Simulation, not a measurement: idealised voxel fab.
Module name: voxel transistor to metal (process module)
Cross-sectional view cut (width: 260 nm; square cell size: 5 nm).
Heads up, the way a cross-section reads in here is a grid of square cells, handed over as bands from the top down, with every band being one or more rows of cells.
Band entry format. Leading values: height of top, height of bottom, nm. Remainder: materials in left-to-right order, each with its width in nm. Special words: "all across" on a single material, which then fills the band edge to edge; "air", empty space.
Heights are reckoned from 0. Under this level, the received wafer is all of one material. The bottommost band is open-ended downward, for example "top 0, no bottom".
When a width is written as two numbers, as in "30 to 40", the first number is the width in the top row of cells of the band and the second is the width in its bottom row, and the width changes by the same amount from each row to the next.
A step reported as "no alterations made" is a step in which no cell of the cross-section changed.
You'll see "Closed internal voids" listing empty spaces that have no way open to the top, as long as they're 8 cells or more; the notation is width x height at distance, where the distance is from the left edge, and all of it is in nm.
Read whatever lies past the settings on a step's line as the simulator's own remark about the step.
If you see "overlay nm" on a step's line and that step has a mask, it's telling you how far right of where it was planned the mask ended up; a negative number means it went left instead.
So the way this works: pairs, before and after one process step. The after picture only goes down to the lowest band that actually changed, nothing below. Step and its settings are under each pair. And watch out, pairs might come from different runs of this module, same starting wafer though, so a pair only follows on from the one above if its "Pre-step cross-section" entry tells you so.
### Pre-step cross-section
- top 105, bottom 70: 25 lowk / 15 air / 115 lowk / 15 air / 90 lowk
- top 70, bottom 65: 25 SiCN / 15 air / 115 SiCN / 15 air / 90 SiCN
- top 65, bottom 50: 20 lowk / 5 SiCN / 15 W / 5 SiCN / 40 lowk / 5 SiCN / 15 W / 5 SiCN / 40 lowk / 5 SiCN / 15 W / 5 SiCN / 40 lowk / 5 SiCN / 15 W / 5 SiCN / 20 lowk
- top 50, bottom 45: 25 SiCN / 15 TiN / 50 SiCN / 15 TiN / 50 SiCN / 15 TiN / 50 SiCN / 15 TiN / 25 SiCN
- top 45, bottom 35: 25 SiO2 / 5 TiN / 5 W / 5 TiN / 50 SiO2 / 5 TiN / 5 W / 5 TiN / 50 SiO2 / 5 TiN / 5 W / 5 TiN / 50 SiO2 / 5 TiN / 5 W / 5 TiN / 25 SiO2
- top 35, bottom 20: 25 SiO2 / 5 TiN / 5 W / 5 TiN / 5 SiO2 / 10 SiN / 20 SiCN / 10 SiN / 5 SiO2 / 5 TiN / 5 W / 5 TiN / 50 SiO2 / 5 TiN / 5 W / 5 TiN / 5 SiO2 / 10 SiN / 20 SiCN / 10 SiN / 5 SiO2 / 5 TiN / 5 W / 5 TiN / 25 SiO2
- top 20, bottom 15: 25 SiO2 / 5 TiN / 5 W / 5 TiN / 5 SiO2 / 10 SiN / 20 polySi / 10 SiN / 5 SiO2 / 5 TiN / 5 W / 5 TiN / 50 SiO2 / 5 TiN / 5 W / 5 TiN / 5 SiO2 / 10 SiN / 20 polySi / 10 SiN / 5 SiO2 / 5 TiN / 5 W / 5 TiN / 25 SiO2
- top 15, bottom 10: 25 SiO2 / 15 TiN / 5 SiO2 / 10 SiN / 20 polySi / 10 SiN / 5 SiO2 / 15 TiN / 50 SiO2 / 15 TiN / 5 SiO2 / 10 SiN / 20 polySi / 10 SiN / 5 SiO2 / 15 TiN / 25 SiO2
- top 10, bottom 0: 30 SiO2 / 15 SiGe / 10 SiN / 20 polySi / 10 SiN / 15 SiGe / 60 SiO2 / 15 SiGe / 10 SiN / 20 polySi / 10 SiN / 15 SiGe / 30 SiO2
- top 0, bottom -5: 5 SiO2 / 40 SiGe / 10 SiN / 20 SiO2 / 10 SiN / 40 SiGe / 10 SiO2 / 40 SiGe / 10 SiN / 20 SiO2 / 10 SiN / 40 SiGe / 5 SiO2
- top -5, bottom -15: 5 to 15 SiO2 / 40 to 30 SiGe / 40 Si / 40 to 30 SiGe / 10 to 30 SiO2 / 40 to 30 SiGe / 40 Si / 40 to 30 SiGe / 5 to 15 SiO2
- top -15, bottom -25: 15 SiO2 / 100 Si / 30 SiO2 / 100 Si / 15 SiO2
- top -25, no bottom: Si all across
- Closed internal voids: none
### Structure After Step
- top 110, bottom 105: 30 TiN / 5 air / 125 TiN / 5 air / 95 TiN
- top 105, bottom 70: 25 lowk / 5 TiN / 5 air / 5 TiN / 115 lowk / 5 TiN / 5 air / 5 TiN / 90 lowk
- top 70, bottom 65: 25 SiCN / 15 TiN / 115 SiCN / 15 TiN / 90 SiCN
- For the remainder of the cross-section, below 65, there is no change.
- Closed internal voids: none
Quick note on the step between the two cross-sections above: CONFORMAL_DEP (material TiN; thk nm 5)
Pre-step cross-section: The prior state of this step coincides with the post-step cross-section of the pair just above.
### Structure After Step
- top 115, bottom 110: Cu all across
- top 110, bottom 105: 30 TiN / 5 Cu / 125 TiN / 5 Cu / 95 TiN
- top 105, bottom 70: 25 lowk / 5 TiN / 5 Cu / 5 TiN / 115 lowk / 5 TiN / 5 Cu / 5 TiN / 90 lowk
- For the remainder of the cross-section, below 70, there is no change.
- Closed internal voids: none
Quick note on the step between the two cross-sections above: FILL_DEP (material Cu; thk nm 5)
Pre-step cross-section: The prior state of this step coincides with the post-step cross-section of the pair just above.
### Structure After Step
- top 105, bottom 70: 25 lowk / 5 TiN / 5 Cu / 5 TiN / 115 lowk / 5 TiN / 5 Cu / 5 TiN / 90 lowk
- For the remainder of the cross-section, below 70, there is no change.
- Closed internal voids: none
Quick note on the step between the two cross-sections above: CMP (height nm 105)
Pre-step cross-section: The prior state of this step coincides with the post-step cross-section of the pair just above.
### Structure After Step
- top 110, bottom 105: SiN all across
- For the remainder of the cross-section, below 105, there is no change.
- Closed internal voids: none
Quick note on the step between the two cross-sections above: CONFORMAL_DEP (material SiN; thk nm 5)
### Pre-step cross-section
- top 35, bottom 20: SiCN all across
- top 20, bottom 0: polySi all across
- top 0, bottom -5: SiO2 all across
- top -5, bottom -25: 15 SiO2 / 100 Si / 30 SiO2 / 100 Si / 15 SiO2
- top -25, no bottom: Si all across
- Closed internal voids: none
### Structure After Step
- top 50, bottom 20: SiCN all across
- For the remainder of the cross-section, below 20, there is no change.
- Closed internal voids: none
Quick note on the step between the two cross-sections above: DIRECTIONAL_DEP (material SiCN; thk nm 15)
Pre-step cross-section: The prior state of this step coincides with the post-step cross-section of the pair just above.
### Structure After Step
- top 70, bottom 50: 55 air / 20 resist / 110 air / 20 resist / 55 air
- For the remainder of the cross-section, below 50, there is no change.
- Closed internal voids: none
Quick note on the step between the two cross-sections above: PATTERN (tone cover; mask id GATE; material resist; width nm 20; pitch nm 130; thk nm 20; overlay nm 0)
Pre-step cross-section: The prior state of this step coincides with the post-step cross-section of the pair just above.
### Structure After Step
- top 70, bottom 50: 55 air / 20 resist / 110 air / 20 resist / 55 air
- top 50, bottom 25: 55 air / 20 SiCN / 110 air / 20 SiCN / 55 air
- For the remainder of the cross-section, below 25, there is no change.
- Closed internal voids: none
Quick note on the step between the two cross-sections above: DIRECTIONAL_ETCH (etch materials SiCN; depth nm 25)
Pre-step cross-section: The prior state of this step coincides with the post-step cross-section of the pair just above.
### Structure After Step
- top 50, bottom 25: 55 air / 20 SiCN / 110 air / 20 SiCN / 55 air
- For the remainder of the cross-section, below 25, there is no change.
- Closed internal voids: none
Quick note on the step between the two cross-sections above: STRIP (etch materials resist)
Pre-step cross-section: The prior state of this step coincides with the post-step cross-section of the pair just above.
### Structure After Step
- top 55, bottom 50: 50 air / 30 SiO2 / 100 air / 30 SiO2 / 50 air
- top 50, bottom 30: 50 air / 5 SiO2 / 20 SiCN / 5 SiO2 / 100 air / 5 SiO2 / 20 SiCN / 5 SiO2 / 50 air
- top 30, bottom 25: 55 SiO2 / 20 SiCN / 110 SiO2 / 20 SiCN / 55 SiO2
- For the remainder of the cross-section, below 25, there is no change.
- Closed internal voids: none
Quick note on the step between the two cross-sections above: CONFORMAL_DEP (material SiO2; thk nm 5)
Pre-step cross-section: The prior state of this step coincides with the post-step cross-section of the pair just above.
### Structure After Step
- top 50, bottom 25: 50 air / 5 SiO2 / 20 SiCN / 5 SiO2 / 100 air / 5 SiO2 / 20 SiCN / 5 SiO2 / 50 air
- For the remainder of the cross-section, below 25, there is no change.
- Closed internal voids: none
Quick note on the step between the two cross-sections above: DIRECTIONAL_ETCH (etch materials SiO2; depth nm 5)
Pre-step cross-section: The prior state of this step coincides with the post-step cross-section of the pair just above.
### Structure After Step
- top 60, bottom 50: 40 air / 50 SiN / 80 air / 50 SiN / 40 air
- top 50, bottom 35: 40 air / 10 SiN / 5 SiO2 / 20 SiCN / 5 SiO2 / 10 SiN / 80 air / 10 SiN / 5 SiO2 / 20 SiCN / 5 SiO2 / 10 SiN / 40 air
- top 35, bottom 25: 50 SiN / 5 SiO2 / 20 SiCN / 5 SiO2 / 100 SiN / 5 SiO2 / 20 SiCN / 5 SiO2 / 50 SiN
- For the remainder of the cross-section, below 25, there is no change.
- Closed internal voids: none
Quick note on the step between the two cross-sections above: CONFORMAL_DEP (material SiN; thk nm 10)
Pre-step cross-section: The prior state of this step coincides with the post-step cross-section of the pair just above.
### Structure After Step
- top 50, bottom 25: 40 air / 10 SiN / 5 SiO2 / 20 SiCN / 5 SiO2 / 10 SiN / 80 air / 10 SiN / 5 SiO2 / 20 SiCN / 5 SiO2 / 10 SiN / 40 air
- For the remainder of the cross-section, below 25, there is no change.
- Closed internal voids: none
Quick note on the step between the two cross-sections above: DIRECTIONAL_ETCH (etch materials SiN; depth nm 10)
Pre-step cross-section: The prior state of this step coincides with the post-step cross-section of the pair just above.
### Structure After Step
- top 50, bottom 45: 40 air / 10 SiN / 5 air / 20 SiCN / 5 air / 10 SiN / 80 air / 10 SiN / 5 air / 20 SiCN / 5 air / 10 SiN / 40 air
- For the remainder of the cross-section, below 45, there is no change.
- Closed internal voids: none
Quick note on the step between the two cross-sections above: DIRECTIONAL_ETCH (etch materials SiO2; depth nm 5)
Pre-step cross-section: The prior state of this step coincides with the post-step cross-section of the pair just above.
### Structure After Step
- top 55, bottom 50: SiO2 all across
- top 50, bottom 25: 40 SiO2 / 10 SiN / 5 SiO2 / 20 SiCN / 5 SiO2 / 10 SiN / 80 SiO2 / 10 SiN / 5 SiO2 / 20 SiCN / 5 SiO2 / 10 SiN / 40 SiO2
- For the remainder of the cross-section, below 25, there is no change.
- Closed internal voids: none
Quick note on the step between the two cross-sections above: FILL_DEP (material SiO2; thk nm 5)
Pre-step cross-section: The prior state of this step coincides with the post-step cross-section of the pair just above.
### Structure After Step
- top 35, bottom 25: 40 SiO2 / 10 SiN / 5 SiO2 / 20 SiCN / 5 SiO2 / 10 SiN / 80 SiO2 / 10 SiN / 5 SiO2 / 20 SiCN / 5 SiO2 / 10 SiN / 40 SiO2
- For the remainder of the cross-section, below 25, there is no change.
- Closed internal voids: none
Quick note on the step between the two cross-sections above: CMP (height nm 35)
Pre-step cross-section: The prior state of this step coincides with the post-step cross-section of the pair just above.
### Structure After Step
- top 45, bottom 35: SiO2 all across
- For the remainder of the cross-section, below 35, there is no change.
- Closed internal voids: none
Quick note on the step between the two cross-sections above: DIRECTIONAL_DEP (material SiO2; thk nm 10)
Pre-step cross-section: The prior state of this step coincides with the post-step cross-section of the pair just above.
### Structure After Step
- top 60, bottom 45: aC all across
- For the remainder of the cross-section, below 45, there is no change.
- Closed internal voids: none
Quick note on the step between the two cross-sections above: DIRECTIONAL_DEP (material aC; thk nm 15)
Pre-step cross-section: The prior state of this step coincides with the post-step cross-section of the pair just above.
### Structure After Step
- top 95, bottom 60: 25 resist / 15 air / 50 resist / 15 air / 50 resist / 15 air / 50 resist / 15 air / 25 resist
- For the remainder of the cross-section, below 60, there is no change.
- Closed internal voids: none
Quick note on the step between the two cross-sections above: PATTERN (tone open; mask id CONTACT; material resist; width nm 15; pitch nm 65; thk nm 35; overlay nm 0)
Pre-step cross-section: The prior state of this step coincides with the post-step cross-section of the pair just above.
### Structure After Step
- top 80, bottom 60: 25 resist / 15 air / 50 resist / 15 air / 50 resist / 15 air / 50 resist / 15 air / 25 resist
- top 60, bottom 45: 25 aC / 15 air / 50 aC / 15 air / 50 aC / 15 air / 50 aC / 15 air / 25 aC
- For the remainder of the cross-section, below 45, there is no change.
- Closed internal voids: none
Quick note on the step between the two cross-sections above: DIRECTIONAL_ETCH (etch materials aC; depth nm 15)
Pre-step cross-section: The prior state of this step coincides with the post-step cross-section of the pair just above.
### Structure After Step
- top 60, bottom 45: 25 aC / 15 air / 50 aC / 15 air / 50 aC / 15 air / 50 aC / 15 air / 25 aC
- For the remainder of the cross-section, below 45, there is no change.
- Closed internal voids: none
Quick note on the step between the two cross-sections above: STRIP (etch materials resist)
Pre-step cross-section: The prior state of this step coincides with the post-step cross-section of the pair just above.
### Structure After Step
- top 60, bottom 45: 25 aC / 15 air / 50 aC / 15 air / 50 aC / 15 air / 50 aC / 15 air / 25 aC
- top 45, bottom 35: 25 SiO2 / 15 air / 50 SiO2 / 15 air / 50 SiO2 / 15 air / 50 SiO2 / 15 air / 25 SiO2
- top 35, bottom 25: 25 SiO2 / 15 air / 10 SiN / 5 SiO2 / 20 SiCN / 5 SiO2 / 10 SiN / 15 air / 50 SiO2 / 15 air / 10 SiN / 5 SiO2 / 20 SiCN / 5 SiO2 / 10 SiN / 15 air / 25 SiO2
- For the remainder of the cross-section, below 25, there is no change.
- Closed internal voids: none
Quick note on the step between the two cross-sections above: DIRECTIONAL_ETCH (etch materials SiO2; depth nm 35)
Pre-step cross-section: The prior state of this step coincides with the post-step cross-section of the pair just above.
### Structure After Step
- top 45, bottom 35: 25 SiO2 / 15 air / 50 SiO2 / 15 air / 50 SiO2 / 15 air / 50 SiO2 / 15 air / 25 SiO2
- For the remainder of the cross-section, below 35, there is no change.
- Closed internal voids: none
Quick note on the step between the two cross-sections above: STRIP (etch materials aC)
Pre-step cross-section: The prior state of this step coincides with the post-step cross-section of the pair just above.
### Structure After Step
- top 50, bottom 45: 30 TiN / 5 air / 60 TiN / 5 air / 60 TiN / 5 air / 60 TiN / 5 air / 30 TiN
- top 45, bottom 35: 25 SiO2 / 5 TiN / 5 air / 5 TiN / 50 SiO2 / 5 TiN / 5 air / 5 TiN / 50 SiO2 / 5 TiN / 5 air / 5 TiN / 50 SiO2 / 5 TiN / 5 air / 5 TiN / 25 SiO2
- top 35, bottom 30: 25 SiO2 / 5 TiN / 5 air / 5 TiN / 10 SiN / 5 SiO2 / 20 SiCN / 5 SiO2 / 10 SiN / 5 TiN / 5 air / 5 TiN / 50 SiO2 / 5 TiN / 5 air / 5 TiN / 10 SiN / 5 SiO2 / 20 SiCN / 5 SiO2 / 10 SiN / 5 TiN / 5 air / 5 TiN / 25 SiO2
- top 30, bottom 25: 25 SiO2 / 15 TiN / 10 SiN / 5 SiO2 / 20 SiCN / 5 SiO2 / 10 SiN / 15 TiN / 50 SiO2 / 15 TiN / 10 SiN / 5 SiO2 / 20 SiCN / 5 SiO2 / 10 SiN / 15 TiN / 25 SiO2
- For the remainder of the cross-section, below 25, there is no change.
- Closed internal voids: none
Quick note on the step between the two cross-sections above: CONFORMAL_DEP (material TiN; thk nm 5)
Pre-step cross-section: The prior state of this step coincides with the post-step cross-section of the pair just above.
### Structure After Step
- top 55, bottom 50: W all across
- top 50, bottom 45: 30 TiN / 5 W / 60 TiN / 5 W / 60 TiN / 5 W / 60 TiN / 5 W / 30 TiN
- top 45, bottom 35: 25 SiO2 / 5 TiN / 5 W / 5 TiN / 50 SiO2 / 5 TiN / 5 W / 5 TiN / 50 SiO2 / 5 TiN / 5 W / 5 TiN / 50 SiO2 / 5 TiN / 5 W / 5 TiN / 25 SiO2
- top 35, bottom 30: 25 SiO2 / 5 TiN / 5 W / 5 TiN / 10 SiN / 5 SiO2 / 20 SiCN / 5 SiO2 / 10 SiN / 5 TiN / 5 W / 5 TiN / 50 SiO2 / 5 TiN / 5 W / 5 TiN / 10 SiN / 5 SiO2 / 20 SiCN / 5 SiO2 / 10 SiN / 5 TiN / 5 W / 5 TiN / 25 SiO2
- For the remainder of the cross-section, below 30, there is no change.
- Closed internal voids: none
Quick note on the step between the two cross-sections above: FILL_DEP (material W; thk nm 5)
Pre-step cross-section: The prior state of this step coincides with the post-step cross-section of the pair just above.
### Structure After Step
- top 45, bottom 35: 25 SiO2 / 5 TiN / 5 W / 5 TiN / 50 SiO2 / 5 TiN / 5 W / 5 TiN / 50 SiO2 / 5 TiN / 5 W / 5 TiN / 50 SiO2 / 5 TiN / 5 W / 5 TiN / 25 SiO2
- For the remainder of the cross-section, below 35, there is no change.
- Closed internal voids: none
Quick note on the step between the two cross-sections above: CMP (height nm 45)
Pre-step cross-section: The prior state of this step coincides with the post-step cross-section of the pair just above.
### Structure After Step
- top 50, bottom 45: TiN all across
- For the remainder of the cross-section, below 45, there is no change.
- Closed internal voids: none
Quick note on the step between the two cross-sections above: DIRECTIONAL_DEP (material TiN; thk nm 5)
Pre-step cross-section: The prior state of this step coincides with the post-step cross-section of the pair just above.
### Structure After Step
- top 65, bottom 50: W all across
- For the remainder of the cross-section, below 50, there is no change.
- Closed internal voids: none
Quick note on the step between the two cross-sections above: DIRECTIONAL_DEP (material W; thk nm 15)
Pre-step cross-section: The prior state of this step coincides with the post-step cross-section of the pair just above.
### Structure After Step
- top 75, bottom 65: aC all across
- For the remainder of the cross-section, below 65, there is no change.
- Closed internal voids: none
Quick note on the step between the two cross-sections above: DIRECTIONAL_DEP (material aC; thk nm 10)
Pre-step cross-section: The prior state of this step coincides with the post-step cross-section of the pair just above.
### Structure After Step
- top 100, bottom 75: 25 air / 15 resist / 50 air / 15 resist / 50 air / 15 resist / 50 air / 15 resist / 25 air
- For the remainder of the cross-section, below 75, there is no change.
- Closed internal voids: none
Quick note on the step between the two cross-sections above: PATTERN (tone cover; mask id METAL_1; material resist; width nm 15; pitch nm 65; thk nm 25; overlay nm 0)
Pre-step cross-section: The prior state of this step coincides with the post-step cross-section of the pair just above.
### Structure After Step
- top 90, bottom 75: 25 air / 15 resist / 50 air / 15 resist / 50 air / 15 resist / 50 air / 15 resist / 25 air
- top 75, bottom 65: 25 air / 15 aC / 50 air / 15 aC / 50 air / 15 aC / 50 air / 15 aC / 25 air
- For the remainder of the cross-section, below 65, there is no change.
- Closed internal voids: none
Quick note on the step between the two cross-sections above: DIRECTIONAL_ETCH (etch materials aC; depth nm 10)
Pre-step cross-section: The prior state of this step coincides with the post-step cross-section of the pair just above.
### Structure After Step
- top 75, bottom 65: 25 air / 15 aC / 50 air / 15 aC / 50 air / 15 aC / 50 air / 15 aC / 25 air
- For the remainder of the cross-section, below 65, there is no change.
- Closed internal voids: none
Quick note on the step between the two cross-sections above: STRIP (etch materials resist)
Pre-step cross-section: The prior state of this step coincides with the post-step cross-section of the pair just above.
### Structure After Step
- top 75, bottom 65: 25 air / 15 aC / 50 air / 15 aC / 50 air / 15 aC / 50 air / 15 aC / 25 air
- top 65, bottom 50: 25 air / 15 W / 50 air / 15 W / 50 air / 15 W / 50 air / 15 W / 25 air
- For the remainder of the cross-section, below 50, there is no change.
- Closed internal voids: none
Quick note on the step between the two cross-sections above: DIRECTIONAL_ETCH (etch materials W; depth nm 15)
Pre-step cross-section: The prior state of this step coincides with the post-step cross-section of the pair just above.
### Structure After Step
- top 75, bottom 65: 25 air / 15 aC / 50 air / 15 aC / 50 air / 15 aC / 50 air / 15 aC / 25 air
- top 65, bottom 50: 25 air / 15 W / 50 air / 15 W / 50 air / 15 W / 50 air / 15 W / 25 air
- top 50, bottom 45: 25 air / 15 TiN / 50 air / 15 TiN / 50 air / 15 TiN / 50 air / 15 TiN / 25 air
- For the remainder of the cross-section, below 45, there is no change.
- Closed internal voids: none
Quick note on the step between the two cross-sections above: DIRECTIONAL_ETCH (etch materials TiN; depth nm 5)
Pre-step cross-section: The prior state of this step coincides with the post-step cross-section of the pair just above.
### Structure After Step
- top 65, bottom 50: 25 air / 15 W / 50 air / 15 W / 50 air / 15 W / 50 air / 15 W / 25 air
- For the remainder of the cross-section, below 50, there is no change.
- Closed internal voids: none
Quick note on the step between the two cross-sections above: STRIP (etch materials aC)
Pre-step cross-section: The prior state of this step coincides with the post-step cross-section of the pair just above.
### Structure After Step
- top 70, bottom 65: 20 air / 25 SiCN / 40 air / 25 SiCN / 40 air / 25 SiCN / 40 air / 25 SiCN / 20 air
- top 65, bottom 50: 20 air / 5 SiCN / 15 W / 5 SiCN / 40 air / 5 SiCN / 15 W / 5 SiCN / 40 air / 5 SiCN / 15 W / 5 SiCN / 40 air / 5 SiCN / 15 W / 5 SiCN / 20 air
- top 50, bottom 45: 25 SiCN / 15 TiN / 50 SiCN / 15 TiN / 50 SiCN / 15 TiN / 50 SiCN / 15 TiN / 25 SiCN
- For the remainder of the cross-section, below 45, there is no change.
- Closed internal voids: none
Quick note on the step between the two cross-sections above: CONFORMAL_DEP (material SiCN; thk nm 5)
Pre-step cross-section: The prior state of this step coincides with the post-step cross-section of the pair just above.
### Structure After Step
- top 75, bottom 70: lowk all across
- top 70, bottom 65: 20 lowk / 25 SiCN / 40 lowk / 25 SiCN / 40 lowk / 25 SiCN / 40 lowk / 25 SiCN / 20 lowk
- top 65, bottom 50: 20 lowk / 5 SiCN / 15 W / 5 SiCN / 40 lowk / 5 SiCN / 15 W / 5 SiCN / 40 lowk / 5 SiCN / 15 W / 5 SiCN / 40 lowk / 5 SiCN / 15 W / 5 SiCN / 20 lowk
- For the remainder of the cross-section, below 50, there is no change.
- Closed internal voids: none
Quick note on the step between the two cross-sections above: FILL_DEP (material lowk; thk nm 5)
Pre-step cross-section: The prior state of this step coincides with the post-step cross-section of the pair just above.
### Structure After Step
- top 65, bottom 50: 20 lowk / 5 SiCN / 15 W / 5 SiCN / 40 lowk / 5 SiCN / 15 W / 5 SiCN / 40 lowk / 5 SiCN / 15 W / 5 SiCN / 40 lowk / 5 SiCN / 15 W / 5 SiCN / 20 lowk
- For the remainder of the cross-section, below 50, there is no change.
- Closed internal voids: none
Quick note on the step between the two cross-sections above: CMP (height nm 65)
Pre-step cross-section: The prior state of this step coincides with the post-step cross-section of the pair just above.
### Structure After Step
- top 70, bottom 65: SiCN all across
- For the remainder of the cross-section, below 65, there is no change.
- Closed internal voids: none
Quick note on the step between the two cross-sections above: CONFORMAL_DEP (material SiCN; thk nm 5)
Pre-step cross-section: The prior state of this step coincides with the post-step cross-section of the pair just above.
### Structure After Step
- top 105, bottom 70: lowk all across
- For the remainder of the cross-section, below 70, there is no change.
- Closed internal voids: none
Quick note on the step between the two cross-sections above: DIRECTIONAL_DEP (material lowk; thk nm 35)
Pre-step cross-section: The prior state of this step coincides with the post-step cross-section of the pair just above.
### Structure After Step
- top 115, bottom 105: aC all across
- For the remainder of the cross-section, below 105, there is no change.
- Closed internal voids: none
Quick note on the step between the two cross-sections above: DIRECTIONAL_DEP (material aC; thk nm 10)
Pre-step cross-section: The prior state of this step coincides with the post-step cross-section of the pair just above.
### Structure After Step
- top 140, bottom 115: 25 resist / 15 air / 115 resist / 15 air / 90 resist
- For the remainder of the cross-section, below 115, there is no change.
- Closed internal voids: none
Quick note on the step between the two cross-sections above: PATTERN (tone open; mask id METAL_2; material resist; width nm 15; pitch nm 130; thk nm 25; overlay nm 0)
Pre-step cross-section: The prior state of this step coincides with the post-step cross-section of the pair just above.
### Structure After Step
- top 130, bottom 115: 25 resist / 15 air / 115 resist / 15 air / 90 resist
- top 115, bottom 105: 25 aC / 15 air / 115 aC / 15 air / 90 aC
- For the remainder of the cross-section, below 105, there is no change.
- Closed internal voids: none
Quick note on the step between the two cross-sections above: DIRECTIONAL_ETCH (etch materials aC; depth nm 10)
Pre-step cross-section: The prior state of this step coincides with the post-step cross-section of the pair just above.
### Structure After Step
- top 115, bottom 105: 25 aC / 15 air / 115 aC / 15 air / 90 aC
- For the remainder of the cross-section, below 105, there is no change.
- Closed internal voids: none
Quick note on the step between the two cross-sections above: STRIP (etch materials resist)
Pre-step cross-section: The prior state of this step coincides with the post-step cross-section of the pair just above.
### Structure After Step
- top 115, bottom 105: 25 aC / 15 air / 115 aC / 15 air / 90 aC
- top 105, bottom 85: 25 lowk / 15 air / 115 lowk / 15 air / 90 lowk
- For the remainder of the cross-section, below 85, there is no change.
- Closed internal voids: none
Quick note on the step between the two cross-sections above: DIRECTIONAL_ETCH (etch materials lowk; depth nm 20)
Pre-step cross-section: The prior state of this step coincides with the post-step cross-section of the pair just above.
### Structure After Step
- top 105, bottom 85: 25 lowk / 15 air / 115 lowk / 15 air / 90 lowk
- For the remainder of the cross-section, below 85, there is no change.
- Closed internal voids: none
Quick note on the step between the two cross-sections above: STRIP (etch materials aC)
Pre-step cross-section: The prior state of this step coincides with the post-step cross-section of the pair just above.
### Structure After Step
- top 105, bottom 70: 25 lowk / 15 air / 115 lowk / 15 air / 90 lowk
- For the remainder of the cross-section, below 70, there is no change.
- Closed internal voids: none
Quick note on the step between the two cross-sections above: MASKED_ETCH (tone open; mask id METAL_2_HOLES; width nm 15; pitch nm 130; etch materials lowk; depth nm 15; overlay nm 0)
Pre-step cross-section: The prior state of this step coincides with the post-step cross-section of the pair just above.
### Structure After Step
- top 105, bottom 70: 25 lowk / 15 air / 115 lowk / 15 air / 90 lowk
- top 70, bottom 65: 25 SiCN / 15 air / 115 SiCN / 15 air / 90 SiCN
- For the remainder of the cross-section, below 65, there is no change.
- Closed internal voids: none
Quick note on the step between the two cross-sections above: MASKED_ETCH (tone open; mask id METAL_2_HOLES; width nm 15; pitch nm 130; etch materials SiCN; depth nm 5; overlay nm 0)
Pre-step cross-section: The prior state of this step coincides with the post-step cross-section of the pair just above.
### Structure After Step
- top 110, bottom 105: 30 TiN / 5 air / 125 TiN / 5 air / 95 TiN
- top 105, bottom 70: 25 lowk / 5 TiN / 5 air / 5 TiN / 115 lowk / 5 TiN / 5 air / 5 TiN / 90 lowk
- top 70, bottom 65: 25 SiCN / 15 TiN / 115 SiCN / 15 TiN / 90 SiCN
- For the remainder of the cross-section, below 65, there is no change.
- Closed internal voids: none
Quick note on the step between the two cross-sections above: CONFORMAL_DEP (material TiN; thk nm 5)
Pre-step cross-section: The prior state of this step coincides with the post-step cross-section of the pair just above.
### Structure After Step
- top 115, bottom 110: Cu all across
- top 110, bottom 105: 30 TiN / 5 Cu / 125 TiN / 5 Cu / 95 TiN
- top 105, bottom 70: 25 lowk / 5 TiN / 5 Cu / 5 TiN / 115 lowk / 5 TiN / 5 Cu / 5 TiN / 90 lowk
- For the remainder of the cross-section, below 70, there is no change.
- Closed internal voids: none
Quick note on the step between the two cross-sections above: FILL_DEP (material Cu; thk nm 5)
Pre-step cross-section: The prior state of this step coincides with the post-step cross-section of the pair just above.
### Structure After Step
- top 105, bottom 70: 25 lowk / 5 TiN / 5 Cu / 5 TiN / 115 lowk / 5 TiN / 5 Cu / 5 TiN / 90 lowk
- For the remainder of the cross-section, below 70, there is no change.
- Closed internal voids: none
Quick note on the step between the two cross-sections above: CMP (height nm 105)
Pre-step cross-section: The prior state of this step coincides with the post-step cross-section of the pair just above.
### Structure After Step
- top 110, bottom 105: SiN all across
- For the remainder of the cross-section, below 105, there is no change.
- Closed internal voids: none
Quick note on the step between the two cross-sections above: CONFORMAL_DEP (material SiN; thk nm 5)
### Pre-step cross-section
- top 45, bottom 35: 25 SiO2 / 5 TiN / 5 W / 5 TiN / 50 SiO2 / 5 TiN / 5 W / 5 TiN / 50 SiO2 / 5 TiN / 5 W / 5 TiN / 50 SiO2 / 5 TiN / 5 W / 5 TiN / 25 SiO2
- top 35, bottom 20: 25 SiO2 / 5 TiN / 5 W / 5 TiN / 10 SiN / 5 SiO2 / 20 SiCN / 5 SiO2 / 10 SiN / 5 TiN / 5 W / 5 TiN / 50 SiO2 / 5 TiN / 5 W / 5 TiN / 10 SiN / 5 SiO2 / 20 SiCN / 5 SiO2 / 10 SiN / 5 TiN / 5 W / 5 TiN / 25 SiO2
- top 20, bottom 15: 25 SiO2 / 5 TiN / 5 W / 5 TiN / 10 SiN / 5 SiO2 / 20 polySi / 5 SiO2 / 10 SiN / 5 TiN / 5 W / 5 TiN / 50 SiO2 / 5 TiN / 5 W / 5 TiN / 10 SiN / 5 SiO2 / 20 polySi / 5 SiO2 / 10 SiN / 5 TiN / 5 W / 5 TiN / 25 SiO2
- top 15, bottom 10: 25 SiO2 / 15 TiN / 10 SiN / 5 SiO2 / 20 polySi / 5 SiO2 / 10 SiN / 15 TiN / 50 SiO2 / 15 TiN / 10 SiN / 5 SiO2 / 20 polySi / 5 SiO2 / 10 SiN / 15 TiN / 25 SiO2
- top 10, bottom 0: 25 SiO2 / 15 SiGe / 10 SiN / 5 SiO2 / 20 polySi / 5 SiO2 / 10 SiN / 15 SiGe / 50 SiO2 / 15 SiGe / 10 SiN / 5 SiO2 / 20 polySi / 5 SiO2 / 10 SiN / 15 SiGe / 25 SiO2
- top 0, bottom -5: 10 SiO2 / 30 SiGe / 50 SiO2 / 30 SiGe / 20 SiO2 / 30 SiGe / 50 SiO2 / 30 SiGe / 10 SiO2
- top -5, bottom -15: 15 SiO2 / 25 SiGe / 50 Si / 25 SiGe / 30 SiO2 / 25 SiGe / 50 Si / 25 SiGe / 15 SiO2
- top -15, bottom -25: 15 SiO2 / 100 Si / 30 SiO2 / 100 Si / 15 SiO2
- top -25, no bottom: Si all across
- Closed internal voids: none
### Structure After Step
- top 60, bottom 45: W all across
- For the remainder of the cross-section, below 45, there is no change.
- Closed internal voids: none
Quick note on the step between the two cross-sections above: DIRECTIONAL_DEP (material W; thk nm 15)
Pre-step cross-section: The prior state of this step coincides with the post-step cross-section of the pair just above.
### Structure After Step
- top 65, bottom 60: TiN all across
- For the remainder of the cross-section, below 60, there is no change.
- Closed internal voids: none
Quick note on the step between the two cross-sections above: DIRECTIONAL_DEP (material TiN; thk nm 5)
Pre-step cross-section: The prior state of this step coincides with the post-step cross-section of the pair just above.
### Structure After Step
- top 75, bottom 65: aC all across
- For the remainder of the cross-section, below 65, there is no change.
- Closed internal voids: none
Quick note on the step between the two cross-sections above: DIRECTIONAL_DEP (material aC; thk nm 10)
Pre-step cross-section: The prior state of this step coincides with the post-step cross-section of the pair just above.
### Structure After Step
- top 100, bottom 75: 25 air / 15 resist / 50 air / 15 resist / 50 air / 15 resist / 50 air / 15 resist / 25 air
- For the remainder of the cross-section, below 75, there is no change.
- Closed internal voids: none
Quick note on the step between the two cross-sections above: PATTERN (tone cover; mask id METAL_1; material resist; width nm 15; pitch nm 65; thk nm 25; overlay nm 0)
